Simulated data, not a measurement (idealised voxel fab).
Name of the process module below: voxel capacitor over wiring
The cross-section on display is named cut; it measures 245 nm wide, and its cells are 5 nm squares.
This document writes a cross-section as a grid whose cells are square, and gives it as bands, listed from the top down; one or more rows of cells form a band.
For a band, the entry starts with two heights in nm, that of the top and then that of the bottom, and carries on with the band's materials in order from left to right, each alongside its width in nm; the word "throughout" beside a single material means it fills the band edge to edge, and "empty" means empty space.
All heights in this document are referenced to 0, defined as the level beneath which the wafer, as received, consists entirely of one material. The lowest band is not bounded below; it extends indefinitely downward and is written in the form "0 -> down".
Think of "30->40" as a width that walks from the first number to the second as you go down the band, top row to bottom row, taking equal-sized steps from row to row.
"no alterations made" (step): cross-section cells unchanged, all of them.
"Closed void roster" means: voids of 8 cells or more that are shut off from the top with no open way through. Written width x height at distance, distance from the left edge, in nm.
On each step's line, the part that comes after the settings is the simulator's own comment on the step.
overlay nm: mask right of planned place by this much (step with mask). Neg. = left.
Note on reading: below, each pair holds a cross-section from before one process step and one from after it; the one from after shows only down to the lowest band that changed. Beneath the pair, the step in between is stated along with its settings. The pairs can stem from different runs of this module on the same starting wafer. Where a pair's entry headed "Cross-section, before" says so, and only there, that pair continues from the pair above it.

Cross-section, before
* 0 -> down | Si throughout
* Closed void roster: none

Post-Step Geometry
* 15 -> 0 | SiO2 throughout
* Below 0, the layers are the same as they were.
* Closed void roster: none
The before and after cross-sections above differ by one step: CONFORMAL_DEP [material SiO2] [thk nm 15]

Cross-section, before: as in the pair right above, post-step view.

Post-Step Geometry
* 20 -> 15 | TiN throughout
* Below 15, the layers are the same as they were.
* Closed void roster: none
The before and after cross-sections above differ by one step: DIRECTIONAL_DEP [material TiN] [thk nm 5]

Cross-section, before: as in the pair right above, post-step view.

Post-Step Geometry
* 40 -> 20 | Ru throughout
* Below 20, the layers are the same as they were.
* Closed void roster: none
The before and after cross-sections above differ by one step: DIRECTIONAL_DEP [material Ru] [thk nm 20]

Cross-section, before: as in the pair right above, post-step view.

Post-Step Geometry
* 60 -> 40 | empty 70 nm; resist 25 nm; empty 50 nm; resist 25 nm; empty 75 nm
* Below 40, the layers are the same as they were.
* Closed void roster: none
The before and after cross-sections above differ by one step: PATTERN [tone cover] [mask id METAL_1] [material resist] [width nm 25] [pitch nm 75] [thk nm 20] [overlay nm 0]

Cross-section, before: as in the pair right above, post-step view.

Post-Step Geometry
* 60 -> 40 | empty 70 nm; resist 25 nm; empty 50 nm; resist 25 nm; empty 75 nm
* 40 -> 20 | empty 70 nm; Ru 25 nm; empty 50 nm; Ru 25 nm; empty 75 nm
* Below 20, the layers are the same as they were.
* Closed void roster: none
The before and after cross-sections above differ by one step: DIRECTIONAL_ETCH [etch materials Ru] [depth nm 20]

Cross-section, before: as in the pair right above, post-step view.

Post-Step Geometry
* 60 -> 40 | empty 70 nm; resist 25 nm; empty 50 nm; resist 25 nm; empty 75 nm
* 40 -> 20 | empty 70 nm; Ru 25 nm; empty 50 nm; Ru 25 nm; empty 75 nm
* 20 -> 15 | empty 70 nm; TiN 25 nm; empty 50 nm; TiN 25 nm; empty 75 nm
* Below 15, the layers are the same as they were.
* Closed void roster: none
The before and after cross-sections above differ by one step: DIRECTIONAL_ETCH [etch materials TiN] [depth nm 5]

Cross-section, before: as in the pair right above, post-step view.

Post-Step Geometry
* 40 -> 20 | empty 70 nm; Ru 25 nm; empty 50 nm; Ru 25 nm; empty 75 nm
* Below 20, the layers are the same as they were.
* Closed void roster: none
The before and after cross-sections above differ by one step: STRIP [etch materials resist]

Cross-section, before: as in the pair right above, post-step view.

Post-Step Geometry
* 45 -> 40 | empty 65 nm; SiCN 35 nm; empty 40 nm; SiCN 35 nm; empty 70 nm
* 40 -> 20 | empty 65 nm; SiCN 5 nm; Ru 25 nm; SiCN 5 nm; empty 40 nm; SiCN 5 nm; Ru 25 nm; SiCN 5 nm; empty 70 nm
* 20 -> 15 | SiCN 70 nm; TiN 25 nm; SiCN 50 nm; TiN 25 nm; SiCN 75 nm
* Below 15, the layers are the same as they were.
* Closed void roster: none
The before and after cross-sections above differ by one step: CONFORMAL_DEP [material SiCN] [thk nm 5]

Cross-section, before: as in the pair right above, post-step view.

Post-Step Geometry
* 55 -> 45 | SiO2 throughout
* 45 -> 40 | SiO2 65 nm; SiCN 35 nm; SiO2 40 nm; SiCN 35 nm; SiO2 70 nm
* 40 -> 20 | SiO2 65 nm; SiCN 5 nm; Ru 25 nm; SiCN 5 nm; SiO2 40 nm; SiCN 5 nm; Ru 25 nm; SiCN 5 nm; SiO2 70 nm
* Below 20, the layers are the same as they were.
* Closed void roster: none
The before and after cross-sections above differ by one step: FILL_DEP [material SiO2] [thk nm 10]

Cross-section, before: as in the pair right above, post-step view.

Post-Step Geometry
* 40 -> 20 | SiO2 65 nm; SiCN 5 nm; Ru 25 nm; SiCN 5 nm; SiO2 40 nm; SiCN 5 nm; Ru 25 nm; SiCN 5 nm; SiO2 70 nm
* Below 20, the layers are the same as they were.
* Closed void roster: none
The before and after cross-sections above differ by one step: CMP [height nm 40]

Cross-section, before: as in the pair right above, post-step view.

Post-Step Geometry
* 45 -> 40 | SiCN throughout
* Below 40, the layers are the same as they were.
* Closed void roster: none
The before and after cross-sections above differ by one step: CONFORMAL_DEP [material SiCN] [thk nm 5]

Cross-section, before: as in the pair right above, post-step view.

Post-Step Geometry
* 65 -> 45 | lowk throughout
* Below 45, the layers are the same as they were.
* Closed void roster: none
The before and after cross-sections above differ by one step: DIRECTIONAL_DEP [material lowk] [thk nm 20]

Cross-section, before: as in the pair right above, post-step view.

Post-Step Geometry
* 65 -> 45 | lowk 80 nm; empty 15 nm; lowk 150 nm
* Below 45, the layers are the same as they were.
* Closed void roster: none
The before and after cross-sections above differ by one step: MASKED_ETCH [tone open] [mask id PLUG_1] [width nm 15] [etch materials lowk] [depth nm 20] [overlay nm 0]

Cross-section, before: as in the pair right above, post-step view.

Post-Step Geometry
* 65 -> 45 | lowk 80 nm; empty 15 nm; lowk 150 nm
* 45 -> 40 | SiCN 80 nm; empty 15 nm; SiCN 150 nm
* Below 40, the layers are the same as they were.
* Closed void roster: none
The before and after cross-sections above differ by one step: MASKED_ETCH [tone open] [mask id PLUG_1] [width nm 15] [etch materials SiCN] [depth nm 5] [overlay nm 0]

Cross-section, before: as in the pair right above, post-step view.

Post-Step Geometry
* 65 -> 50 | lowk 80 nm; empty 15 nm; lowk 150 nm
* 50 -> 45 | lowk 80 nm; Ru 15 nm; lowk 150 nm
* 45 -> 40 | SiCN 80 nm; Ru 15 nm; SiCN 150 nm
* Below 40, the layers are the same as they were.
* Closed void roster: none
The before and after cross-sections above differ by one step: EPI [material Ru] [thk nm 10]

Cross-section, before: as in the pair right above, post-step view.

Post-Step Geometry
* 65 -> 60 | lowk 80 nm; empty 15 nm; lowk 150 nm
* 60 -> 45 | lowk 80 nm; Ru 15 nm; lowk 150 nm
* Below 45, the layers are the same as they were.
* Closed void roster: none
The before and after cross-sections above differ by one step: EPI [material Ru] [thk nm 10]

Cross-section, before: as in the pair right above, post-step view.

Post-Step Geometry
* 65 -> 45 | lowk 80 nm; Ru 15 nm; lowk 150 nm
* Below 45, the layers are the same as they were.
* Closed void roster: none
The before and after cross-sections above differ by one step: EPI [material Ru] [thk nm 5]

Cross-section, before: as in the pair right above, post-step view.

Post-Step Geometry
* 75 -> 65 | TiN throughout
* Below 65, the layers are the same as they were.
* Closed void roster: none
The before and after cross-sections above differ by one step: DIRECTIONAL_DEP [material TiN] [thk nm 10]

Cross-section, before: as in the pair right above, post-step view.

Post-Step Geometry
* 80 -> 75 | SiN throughout
* Below 75, the layers are the same as they were.
* Closed void roster: none
The before and after cross-sections above differ by one step: DIRECTIONAL_DEP [material SiN] [thk nm 5]

Cross-section, before: as in the pair right above, post-step view.

Post-Step Geometry
* 85 -> 80 | TiN throughout
* Below 80, the layers are the same as they were.
* Closed void roster: none
The before and after cross-sections above differ by one step: DIRECTIONAL_DEP [material TiN] [thk nm 5]

Cross-section, before: as in the pair right above, post-step view.

Post-Step Geometry
* 85 -> 80 | empty 80 nm; TiN 55 nm; empty 110 nm
* Below 80, the layers are the same as they were.
* Closed void roster: none
The before and after cross-sections above differ by one step: MASKED_ETCH [tone cover] [mask id UPPER_PLATE] [width nm 55] [etch materials TiN] [depth nm 5] [overlay nm 0]

Cross-section, before: as in the pair right above, post-step view.

Post-Step Geometry
* 85 -> 80 | empty 80 nm; TiN 55 nm; empty 110 nm
* 80 -> 75 | empty 80 nm; SiN 55 nm; empty 110 nm
* Below 75, the layers are the same as they were.
* Closed void roster: none
The before and after cross-sections above differ by one step: MASKED_ETCH [tone cover] [mask id UPPER_PLATE] [width nm 55] [etch materials SiN] [depth nm 5] [overlay nm 0]

Cross-section, before: as in the pair right above, post-step view.

Post-Step Geometry
* 85 -> 80 | empty 80 nm; TiN 55 nm; empty 110 nm
* 80 -> 75 | empty 80 nm; SiN 55 nm; empty 110 nm
* 75 -> 65 | empty 75 nm; TiN 65 nm; empty 105 nm
* Below 65, the layers are the same as they were.
* Closed void roster: none
The before and after cross-sections above differ by one step: MASKED_ETCH [tone cover] [mask id LOWER_PLATE] [width nm 65] [etch materials TiN] [depth nm 10] [overlay nm 0]

Cross-section, before: as in the pair right above, post-step view.

Post-Step Geometry
* 100 -> 85 | SiO2 throughout
* 85 -> 80 | SiO2 80 nm; TiN 55 nm; SiO2 110 nm
* 80 -> 75 | SiO2 80 nm; SiN 55 nm; SiO2 110 nm
* 75 -> 65 | SiO2 75 nm; TiN 65 nm; SiO2 105 nm
* Below 65, the layers are the same as they were.
* Closed void roster: none
The before and after cross-sections above differ by one step: FILL_DEP [material SiO2] [thk nm 15]

Cross-section, before: as in the pair right above, post-step view.

Post-Step Geometry
* 95 -> 85 | SiO2 throughout
* Below 85, the layers are the same as they were.
* Closed void roster: none
The before and after cross-sections above differ by one step: CMP [height nm 95]

Cross-section, before: as in the pair right above, post-step view.

Post-Step Geometry
* 105 -> 95 | aC throughout
* Below 95, the layers are the same as they were.
* Closed void roster: none
The before and after cross-sections above differ by one step: DIRECTIONAL_DEP [material aC] [thk nm 10]

Cross-section, before: as in the pair right above, post-step view.

Post-Step Geometry
* 130 -> 105 | resist 90 nm; empty 15 nm; resist 140 nm
* Below 105, the layers are the same as they were.
* Closed void roster: none
The before and after cross-sections above differ by one step: PATTERN [tone open] [mask id PLUG_2] [material resist] [width nm 15] [thk nm 25] [overlay nm 0]

Cross-section, before: as in the pair right above, post-step view.

Post-Step Geometry
* 120 -> 105 | resist 90 nm; empty 15 nm; resist 140 nm
* 105 -> 95 | aC 90 nm; empty 15 nm; aC 140 nm
* Below 95, the layers are the same as they were.
* Closed void roster: none
The before and after cross-sections above differ by one step: DIRECTIONAL_ETCH [etch materials aC] [depth nm 10]

Cross-section, before: as in the pair right above, post-step view.

Post-Step Geometry
* 105 -> 95 | aC 90 nm; empty 15 nm; aC 140 nm
* Below 95, the layers are the same as they were.
* Closed void roster: none
The before and after cross-sections above differ by one step: STRIP [etch materials resist]

Cross-section, before: as in the pair right above, post-step view.

Post-Step Geometry
* 105 -> 95 | aC 90 nm; empty 15 nm; aC 140 nm
* 95 -> 85 | SiO2 90 nm; empty 15 nm; SiO2 140 nm
* Below 85, the layers are the same as they were.
* Closed void roster: none
The before and after cross-sections above differ by one step: DIRECTIONAL_ETCH [etch materials SiO2] [depth nm 10]

Cross-section, before: as in the pair right above, post-step view.

Post-Step Geometry
* 95 -> 85 | SiO2 90 nm; empty 15 nm; SiO2 140 nm
* Below 85, the layers are the same as they were.
* Closed void roster: none
The before and after cross-sections above differ by one step: STRIP [etch materials aC]

Cross-section, before: as in the pair right above, post-step view.

Post-Step Geometry
* 100 -> 95 | TiN 95 nm; empty 5 nm; TiN 145 nm
* 95 -> 90 | SiO2 90 nm; TiN 5 nm; empty 5 nm; TiN 5 nm; SiO2 140 nm
* 90 -> 80 | SiO2 90->80 nm; TiN 15->55 nm; SiO2 140->110 nm
* Below 80, the layers are the same as they were.
* Closed void roster: none
The before and after cross-sections above differ by one step: CONFORMAL_DEP [material TiN] [thk nm 5]

Cross-section, before: as in the pair right above, post-step view.

Post-Step Geometry
* 110 -> 100 | Cu throughout
* 100 -> 95 | TiN 95 nm; Cu 5 nm; TiN 145 nm
* 95 -> 90 | SiO2 90 nm; TiN 5 nm; Cu 5 nm; TiN 5 nm; SiO2 140 nm
* Below 90, the layers are the same as they were.
* Closed void roster: none
The before and after cross-sections above differ by one step: FILL_DEP [material Cu] [thk nm 10]

Cross-section, before: as in the pair right above, post-step view.

Post-Step Geometry
* 95 -> 90 | SiO2 90 nm; TiN 5 nm; Cu 5 nm; TiN 5 nm; SiO2 140 nm
* Below 90, the layers are the same as they were.
* Closed void roster: none
The before and after cross-sections above differ by one step: CMP [height nm 95]

Cross-section, before: as in the pair right above, post-step view.

Post-Step Geometry
* 100 -> 95 | SiN throughout
* Below 95, the layers are the same as they were.
* Closed void roster: none
The before and after cross-sections above differ by one step: CONFORMAL_DEP [material SiN] [thk nm 5]

Cross-section, before
* 15 -> 0 | SiO2 throughout
* 0 -> down | Si throughout
* Closed void roster: none

Post-Step Geometry
* 35 -> 15 | Ru throughout
* Below 15, the layers are the same as they were.
* Closed void roster: none
The before and after cross-sections above differ by one step: DIRECTIONAL_DEP [material Ru] [thk nm 20]

Cross-section, before: as in the pair right above, post-step view.

Post-Step Geometry
* 55 -> 35 | empty 70 nm; resist 25 nm; empty 50 nm; resist 25 nm; empty 75 nm
* Below 35, the layers are the same as they were.
* Closed void roster: none
The before and after cross-sections above differ by one step: PATTERN [tone cover] [mask id METAL_1] [material resist] [width nm 25] [pitch nm 75] [thk nm 20] [overlay nm 0]

Cross-section, before: as in the pair right above, post-step view.

Post-Step Geometry
* 55 -> 35 | empty 70 nm; resist 25 nm; empty 50 nm; resist 25 nm; empty 75 nm
* 35 -> 15 | empty 70 nm; Ru 25 nm; empty 50 nm; Ru 25 nm; empty 75 nm
* Below 15, the layers are the same as they were.
* Closed void roster: none
The before and after cross-sections above differ by one step: DIRECTIONAL_ETCH [etch materials Ru] [depth nm 20]

Cross-section, before: as in the pair right above, post-step view.

Post-Step Geometry
* 35 -> 15 | empty 70 nm; Ru 25 nm; empty 50 nm; Ru 25 nm; empty 75 nm
* Below 15, the layers are the same as they were.
* Closed void roster: none
The before and after cross-sections above differ by one step: STRIP [etch materials resist]

Cross-section, before: as in the pair right above, post-step view.

Post-Step Geometry
* 40 -> 35 | empty 65 nm; SiCN 35 nm; empty 40 nm; SiCN 35 nm; empty 70 nm
* 35 -> 20 | empty 65 nm; SiCN 5 nm; Ru 25 nm; SiCN 5 nm; empty 40 nm; SiCN 5 nm; Ru 25 nm; SiCN 5 nm; empty 70 nm
* 20 -> 15 | SiCN 70 nm; Ru 25 nm; SiCN 50 nm; Ru 25 nm; SiCN 75 nm
* Below 15, the layers are the same as they were.
* Closed void roster: none
The before and after cross-sections above differ by one step: CONFORMAL_DEP [material SiCN] [thk nm 5]

Cross-section, before: as in the pair right above, post-step view.

Post-Step Geometry
* 50 -> 40 | SiO2 throughout
* 40 -> 35 | SiO2 65 nm; SiCN 35 nm; SiO2 40 nm; SiCN 35 nm; SiO2 70 nm
* 35 -> 20 | SiO2 65 nm; SiCN 5 nm; Ru 25 nm; SiCN 5 nm; SiO2 40 nm; SiCN 5 nm; Ru 25 nm; SiCN 5 nm; SiO2 70 nm
* Below 20, the layers are the same as they were.
* Closed void roster: none
The before and after cross-sections above differ by one step: FILL_DEP [material SiO2] [thk nm 10]

Cross-section, before: as in the pair right above, post-step view.

Post-Step Geometry
* 40 -> 35 | SiO2 65 nm; SiCN 35 nm; SiO2 40 nm; SiCN 35 nm; SiO2 70 nm
* Below 35, the layers are the same as they were.
* Closed void roster: none
The before and after cross-sections above differ by one step: CMP [height nm 40]

Cross-section, before: as in the pair right above, post-step view.

Post-Step Geometry
* 45 -> 40 | SiCN throughout
* Below 40, the layers are the same as they were.
* Closed void roster: none
The before and after cross-sections above differ by one step: CONFORMAL_DEP [material SiCN] [thk nm 5]

Cross-section, before: as in the pair right above, post-step view.

Post-Step Geometry
* 65 -> 45 | lowk throughout
* Below 45, the layers are the same as they were.
* Closed void roster: none
The before and after cross-sections above differ by one step: DIRECTIONAL_DEP [material lowk] [thk nm 20]

Cross-section, before: as in the pair right above, post-step view.

Post-Step Geometry
* 65 -> 45 | lowk 80 nm; empty 15 nm; lowk 150 nm
* Below 45, the layers are the same as they were.
* Closed void roster: none
The before and after cross-sections above differ by one step: MASKED_ETCH [tone open] [mask id PLUG_1] [width nm 15] [etch materials lowk] [depth nm 20] [overlay nm 0]

Cross-section, before: as in the pair right above, post-step view.

Post-Step Geometry
* 65 -> 45 | lowk 80 nm; empty 15 nm; lowk 150 nm
* 45 -> 40 | SiCN 80 nm; empty 15 nm; SiCN 150 nm
* Below 40, the layers are the same as they were.
* Closed void roster: none
The before and after cross-sections above differ by one step: MASKED_ETCH [tone open] [mask id PLUG_1] [width nm 15] [etch materials SiCN] [depth nm 5] [overlay nm 0]

Cross-section, before: as in the pair right above, post-step view.

Post-Step Geometry
* 75 -> 65 | TiN 80 nm; empty 15 nm; TiN 150 nm
* 65 -> 50 | lowk 80 nm; empty 15 nm; lowk 150 nm
* 50 -> 45 | lowk 80 nm; TiN 15 nm; lowk 150 nm
* 45 -> 40 | SiCN 80 nm; TiN 15 nm; SiCN 150 nm
* Below 40, the layers are the same as they were.
* Closed void roster: none
The before and after cross-sections above differ by one step: DIRECTIONAL_DEP [material TiN] [thk nm 10]

Cross-section, before: as in the pair right above, post-step view.

Post-Step Geometry
* 80 -> 75 | SiN 80 nm; empty 15 nm; SiN 150 nm
* 75 -> 65 | TiN 80 nm; empty 15 nm; TiN 150 nm
* 65 -> 55 | lowk 80 nm; empty 15 nm; lowk 150 nm
* 55 -> 50 | lowk 80 nm; SiN 15 nm; lowk 150 nm
* Below 50, the layers are the same as they were.
* Closed void roster: none
The before and after cross-sections above differ by one step: DIRECTIONAL_DEP [material SiN] [thk nm 5]

Cross-section, before: as in the pair right above, post-step view.

Post-Step Geometry
* 85 -> 80 | TiN 80 nm; empty 15 nm; TiN 150 nm
* 80 -> 75 | SiN 80 nm; empty 15 nm; SiN 150 nm
* 75 -> 65 | TiN 80 nm; empty 15 nm; TiN 150 nm
* 65 -> 60 | lowk 80 nm; empty 15 nm; lowk 150 nm
* 60 -> 55 | lowk 80 nm; TiN 15 nm; lowk 150 nm
* Below 55, the layers are the same as they were.
* Closed void roster: none
The before and after cross-sections above differ by one step: DIRECTIONAL_DEP [material TiN] [thk nm 5]

Cross-section, before: as in the pair right above, post-step view.

Post-Step Geometry
* 85 -> 80 | empty 95 nm; TiN 40 nm; empty 110 nm
* Below 80, the layers are the same as they were.
* Closed void roster: none
The before and after cross-sections above differ by one step: MASKED_ETCH [tone cover] [mask id UPPER_PLATE] [width nm 55] [etch materials TiN] [depth nm 5] [overlay nm 0]

Cross-section, before: as in the pair right above, post-step view.

Post-Step Geometry
* 85 -> 80 | empty 95 nm; TiN 40 nm; empty 110 nm
* 80 -> 75 | empty 95 nm; SiN 40 nm; empty 110 nm
* Below 75, the layers are the same as they were.
* Closed void roster: none
The before and after cross-sections above differ by one step: MASKED_ETCH [tone cover] [mask id UPPER_PLATE] [width nm 55] [etch materials SiN] [depth nm 5] [overlay nm 0]

Cross-section, before: as in the pair right above, post-step view.

Post-Step Geometry
* 85 -> 80 | empty 95 nm; TiN 40 nm; empty 110 nm
* 80 -> 75 | empty 95 nm; SiN 40 nm; empty 110 nm
* 75 -> 65 | empty 75 nm; TiN 5 nm; empty 15 nm; TiN 45 nm; empty 105 nm
* Below 65, the layers are the same as they were.
* Closed void roster: none
The before and after cross-sections above differ by one step: MASKED_ETCH [tone cover] [mask id LOWER_PLATE] [width nm 65] [etch materials TiN] [depth nm 10] [overlay nm 0]

Cross-section, before: as in the pair right above, post-step view.

Post-Step Geometry
* 100 -> 85 | SiO2 throughout
* 85 -> 80 | SiO2 95 nm; TiN 40 nm; SiO2 110 nm
* 80 -> 75 | SiO2 95 nm; SiN 40 nm; SiO2 110 nm
* 75 -> 65 | SiO2 75 nm; TiN 5 nm; SiO2 15 nm; TiN 45 nm; SiO2 105 nm
* 65 -> 60 | lowk 80 nm; SiO2 15 nm; lowk 150 nm
* Below 60, the layers are the same as they were.
* Closed void roster: none
The before and after cross-sections above differ by one step: FILL_DEP [material SiO2] [thk nm 15]

Cross-section, before: as in the pair right above, post-step view.

Post-Step Geometry
* 95 -> 85 | SiO2 throughout
* Below 85, the layers are the same as they were.
* Closed void roster: none
The before and after cross-sections above differ by one step: CMP [height nm 95]

Cross-section, before: as in the pair right above, post-step view.

Post-Step Geometry
* 105 -> 95 | aC throughout
* Below 95, the layers are the same as they were.
* Closed void roster: none
The before and after cross-sections above differ by one step: DIRECTIONAL_DEP [material aC] [thk nm 10]

Cross-section, before: as in the pair right above, post-step view.

Post-Step Geometry
* 130 -> 105 | resist 90 nm; empty 15 nm; resist 140 nm
* Below 105, the layers are the same as they were.
* Closed void roster: none
The before and after cross-sections above differ by one step: PATTERN [tone open] [mask id PLUG_2] [material resist] [width nm 15] [thk nm 25] [overlay nm 0]

Cross-section, before: as in the pair right above, post-step view.

Post-Step Geometry
* 120 -> 105 | resist 90 nm; empty 15 nm; resist 140 nm
* 105 -> 95 | aC 90 nm; empty 15 nm; aC 140 nm
* Below 95, the layers are the same as they were.
* Closed void roster: none
The before and after cross-sections above differ by one step: DIRECTIONAL_ETCH [etch materials aC] [depth nm 10]

Cross-section, before: as in the pair right above, post-step view.

Post-Step Geometry
* 105 -> 95 | aC 90 nm; empty 15 nm; aC 140 nm
* Below 95, the layers are the same as they were.
* Closed void roster: none
The before and after cross-sections above differ by one step: STRIP [etch materials resist]

Cross-section, before: as in the pair right above, post-step view.

Post-Step Geometry
* 105 -> 95 | aC 90 nm; empty 15 nm; aC 140 nm
* 95 -> 85 | SiO2 90 nm; empty 15 nm; SiO2 140 nm
* Below 85, the layers are the same as they were.
* Closed void roster: none
The before and after cross-sections above differ by one step: DIRECTIONAL_ETCH [etch materials SiO2] [depth nm 10]

Cross-section, before: as in the pair right above, post-step view.

Post-Step Geometry
* 95 -> 85 | SiO2 90 nm; empty 15 nm; SiO2 140 nm
* Below 85, the layers are the same as they were.
* Closed void roster: none
The before and after cross-sections above differ by one step: STRIP [etch materials aC]

Cross-section, before: as in the pair right above, post-step view.

Post-Step Geometry
* 100 -> 95 | TiN 95 nm; empty 5 nm; TiN 145 nm
* 95 -> 90 | SiO2 90 nm; TiN 5 nm; empty 5 nm; TiN 5 nm; SiO2 140 nm
* 90 -> 80 | SiO2 90->95 nm; TiN 15->40 nm; SiO2 140->110 nm
* Below 80, the layers are the same as they were.
* Closed void roster: none
The before and after cross-sections above differ by one step: CONFORMAL_DEP [material TiN] [thk nm 5]

Cross-section, before: as in the pair right above, post-step view.

Post-Step Geometry
* 110 -> 100 | Cu throughout
* 100 -> 95 | TiN 95 nm; Cu 5 nm; TiN 145 nm
* 95 -> 90 | SiO2 90 nm; TiN 5 nm; Cu 5 nm; TiN 5 nm; SiO2 140 nm
* Below 90, the layers are the same as they were.
* Closed void roster: none
The before and after cross-sections above differ by one step: FILL_DEP [material Cu] [thk nm 10]

Cross-section, before: as in the pair right above, post-step view.

Post-Step Geometry
* 95 -> 90 | SiO2 90 nm; TiN 5 nm; Cu 5 nm; TiN 5 nm; SiO2 140 nm
* Below 90, the layers are the same as they were.
* Closed void roster: none
The before and after cross-sections above differ by one step: CMP [height nm 95]

Cross-section, before: as in the pair right above, post-step view.

Post-Step Geometry
* 100 -> 95 | SiN throughout
* Below 95, the layers are the same as they were.
* Closed void roster: none
The before and after cross-sections above differ by one step: CONFORMAL_DEP [material SiN] [thk nm 5]

Cross-section, before
* 65 -> 60 | lowk 80 nm; empty 15 nm; lowk 150 nm
* 60 -> 45 | lowk 80 nm; Ru 15 nm; lowk 150 nm
* 45 -> 40 | SiCN 80 nm; Ru 15 nm; SiCN 150 nm
* 40 -> 20 | SiO2 65 nm; SiCN 5 nm; Ru 25 nm; SiCN 5 nm; SiO2 40 nm; SiCN 5 nm; Ru 25 nm; SiCN 5 nm; SiO2 70 nm
* 20 -> 15 | SiCN 70 nm; TiN 25 nm; SiCN 50 nm; TiN 25 nm; SiCN 75 nm
* 15 -> 0 | SiO2 throughout
* 0 -> down | Si throughout
* Closed void roster: none

Post-Step Geometry
* 70 -> 65 | empty 75 nm; Ru 25 nm; empty 145 nm
* 65 -> 45 | lowk 80 nm; Ru 15 nm; lowk 150 nm
* Below 45, the layers are the same as they were.
* Closed void roster: none
The before and after cross-sections above differ by one step: EPI [material Ru] [thk nm 10]

Cross-section, before: as in the pair right above, post-step view.

Post-Step Geometry
* 75 -> 65 | empty 70 nm; Ru 35 nm; empty 140 nm
* Below 65, the layers are the same as they were.
* Closed void roster: none
The before and after cross-sections above differ by one step: EPI [material Ru] [thk nm 5]

Cross-section, before: as in the pair right above, post-step view.

Post-Step Geometry
* 85 -> 75 | empty 70 nm; TiN 35 nm; empty 140 nm
* 75 -> 65 | TiN 70 nm; Ru 35 nm; TiN 140 nm
* Below 65, the layers are the same as they were.
* Closed void roster: none
The before and after cross-sections above differ by one step: DIRECTIONAL_DEP [material TiN] [thk nm 10]

Cross-section, before: as in the pair right above, post-step view.

Post-Step Geometry
* 90 -> 85 | empty 70 nm; SiN 35 nm; empty 140 nm
* 85 -> 80 | empty 70 nm; TiN 35 nm; empty 140 nm
* 80 -> 75 | SiN 70 nm; TiN 35 nm; SiN 140 nm
* Below 75, the layers are the same as they were.
* Closed void roster: none
The before and after cross-sections above differ by one step: DIRECTIONAL_DEP [material SiN] [thk nm 5]

Cross-section, before: as in the pair right above, post-step view.

Post-Step Geometry
* 95 -> 90 | empty 70 nm; TiN 35 nm; empty 140 nm
* 90 -> 85 | empty 70 nm; SiN 35 nm; empty 140 nm
* 85 -> 80 | TiN throughout
* Below 80, the layers are the same as they were.
* Closed void roster: none
The before and after cross-sections above differ by one step: DIRECTIONAL_DEP [material TiN] [thk nm 5]

Cross-section, before: as in the pair right above, post-step view.

Post-Step Geometry
* 95 -> 90 | empty 80 nm; TiN 25 nm; empty 140 nm
* 90 -> 85 | empty 70 nm; SiN 35 nm; empty 140 nm
* 85 -> 80 | empty 70 nm; TiN 65 nm; empty 110 nm
* Below 80, the layers are the same as they were.
* Closed void roster: none
The before and after cross-sections above differ by one step: MASKED_ETCH [tone cover] [mask id UPPER_PLATE] [width nm 55] [etch materials TiN] [depth nm 5] [overlay nm 0]

Cross-section, before: as in the pair right above, post-step view.

Post-Step Geometry
* 95 -> 90 | empty 80 nm; TiN 25 nm; empty 140 nm
* 90 -> 85 | empty 80 nm; SiN 25 nm; empty 140 nm
* 85 -> 80 | empty 70 nm; TiN 65 nm; empty 110 nm
* 80 -> 75 | empty 70 nm; TiN 35 nm; SiN 30 nm; empty 110 nm
* Below 75, the layers are the same as they were.
* Closed void roster: none
The before and after cross-sections above differ by one step: MASKED_ETCH [tone cover] [mask id UPPER_PLATE] [width nm 55] [etch materials SiN] [depth nm 5] [overlay nm 0]

Cross-section, before: as in the pair right above, post-step view.

Post-Step Geometry
* 95 -> 90 | empty 80 nm; TiN 25 nm; empty 140 nm
* 90 -> 85 | empty 80 nm; SiN 25 nm; empty 140 nm
* 85 -> 80 | empty 75 nm; TiN 60 nm; empty 110 nm
* 80 -> 75 | empty 75 nm; TiN 30 nm; SiN 30 nm; empty 110 nm
* 75 -> 65 | empty 70 nm; Ru 35 nm; TiN 35 nm; empty 105 nm
* Below 65, the layers are the same as they were.
* Closed void roster: none
The before and after cross-sections above differ by one step: MASKED_ETCH [tone cover] [mask id LOWER_PLATE] [width nm 65] [etch materials TiN] [depth nm 10] [overlay nm 0]

Cross-section, before: as in the pair right above, post-step view.

Post-Step Geometry
* 110 -> 95 | SiO2 throughout
* 95 -> 90 | SiO2 80 nm; TiN 25 nm; SiO2 140 nm
* 90 -> 85 | SiO2 80 nm; SiN 25 nm; SiO2 140 nm
* 85 -> 80 | SiO2 75 nm; TiN 60 nm; SiO2 110 nm
* 80 -> 75 | SiO2 75 nm; TiN 30 nm; SiN 30 nm; SiO2 110 nm
* 75 -> 65 | SiO2 70 nm; Ru 35 nm; TiN 35 nm; SiO2 105 nm
* Below 65, the layers are the same as they were.
* Closed void roster: none
The before and after cross-sections above differ by one step: FILL_DEP [material SiO2] [thk nm 15]

Cross-section, before: as in the pair right above, post-step view.

Post-Step Geometry
* 95 -> 90 | SiO2 80 nm; TiN 25 nm; SiO2 140 nm
* Below 90, the layers are the same as they were.
* Closed void roster: none
The before and after cross-sections above differ by one step: CMP [height nm 95]

Cross-section, before: as in the pair right above, post-step view.

Post-Step Geometry
* 105 -> 95 | aC throughout
* Below 95, the layers are the same as they were.
* Closed void roster: none
The before and after cross-sections above differ by one step: DIRECTIONAL_DEP [material aC] [thk nm 10]

Cross-section, before: as in the pair right above, post-step view.

Post-Step Geometry
* 130 -> 105 | resist 90 nm; empty 15 nm; resist 140 nm
* Below 105, the layers are the same as they were.
* Closed void roster: none
The before and after cross-sections above differ by one step: PATTERN [tone open] [mask id PLUG_2] [material resist] [width nm 15] [thk nm 25] [overlay nm 0]

Cross-section, before: as in the pair right above, post-step view.

Post-Step Geometry
* 120 -> 105 | resist 90 nm; empty 15 nm; resist 140 nm
* 105 -> 95 | aC 90 nm; empty 15 nm; aC 140 nm
* Below 95, the layers are the same as they were.
* Closed void roster: none
The before and after cross-sections above differ by one step: DIRECTIONAL_ETCH [etch materials aC] [depth nm 10]

Cross-section, before: as in the pair right above, post-step view.

Post-Step Geometry
* 105 -> 95 | aC 90 nm; empty 15 nm; aC 140 nm
* Below 95, the layers are the same as they were.
* Closed void roster: none
The before and after cross-sections above differ by one step: STRIP [etch materials resist]

Cross-section, before: as in the pair right above, post-step view.

Post-Step Geometry
* 95 -> 90 | SiO2 80 nm; TiN 25 nm; SiO2 140 nm
* Below 90, the layers are the same as they were.
* Closed void roster: none
The before and after cross-sections above differ by one step: STRIP [etch materials aC]
